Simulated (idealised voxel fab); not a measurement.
Presented below is a process module, voxel ribs on slabs.
Square cell edge 5 nm, section width 185 nm, ID cut.
A cross-section is a grid of square cells, given in bands from the top down. A band is one or more rows of cells. The entry gives the band's vertical extent as a top height and a bottom height in nm, then its horizontal make-up as materials from left to right, each with a width in nm. "blank" stands for empty space; a single material marked "everywhere" fills the band edge to edge. Heights are expressed relative to 0, this being the level below which the as-received wafer comprises one material exclusively. The lowest band is unbounded in the downward direction and is denoted as in "from 0 down". Width: "30->40" (first number = top row, second number = bottom row, same change from row to row of cells). A step reported as "nothing altered" is a step in which no cell of the cross-section changed. The entry "Internal closed voids" lists the empty spaces that cover at least 8 cells and have no open path to the top. Each is written as width x height at distance, where the distance is measured from the left edge and all three values are in nm. Note: text after step settings on the step line = simulator remark on that step. On any step carrying a mask, the "overlay nm" setting, if present on the step's line, tells how far right of its planned place the mask lay; negative values point to the left.

-- Process steps (planned)
- 1: op RECEIVE | material Si
- 2: op DIRECTIONAL_DEP | material SiO2 | thk nm 20
- 3: op DIRECTIONAL_DEP | material polySi | thk nm 25
- 4: op MASKED_ETCH | tone cover | mask id RIB | width nm 30 | etch materials polySi | depth nm 20 | overlay nm 0
- 5: op PATTERN | tone cover | mask id SLAB | material resist | width nm 80 | thk nm 20 | overlay nm 0
- 6: op DIRECTIONAL_ETCH | etch materials polySi | depth nm 5
- 7: op STRIP | etch materials resist
- 8: op FILL_DEP | material SiO2 | thk nm 20
- 9: op CMP | height nm 60
- 10: op DIRECTIONAL_DEP | material TiN | thk nm 5
- 11: op MASKED_ETCH | tone cover | mask id HEATER | width nm 40 | etch materials TiN | depth nm 5 | overlay nm 0
- 12: op CONFORMAL_DEP | material SiN | thk nm 5

-- As-received state of the wafer in cross-section, equivalent to post-step 1
    from 0 down: Si everywhere
    Internal closed voids: none

-- Final cross-section, module run with one mistake (start and plan as above)
    from 70 to 65: blank 65, SiN 50, blank 70
    from 65 to 60: SiN 70, TiN 40, SiN 75
    from 60 to 45: SiO2 75, polySi 30, SiO2 80
    from 45 to 40: SiO2 50, polySi 80, SiO2 55
    from 40 to 0: SiO2 everywhere
    from 0 down: Si everywhere
    Internal closed voids: none
It is concluded that the wafer was processed incorrectly with respect to the plan, in that step 2 of the plan was carried out twice
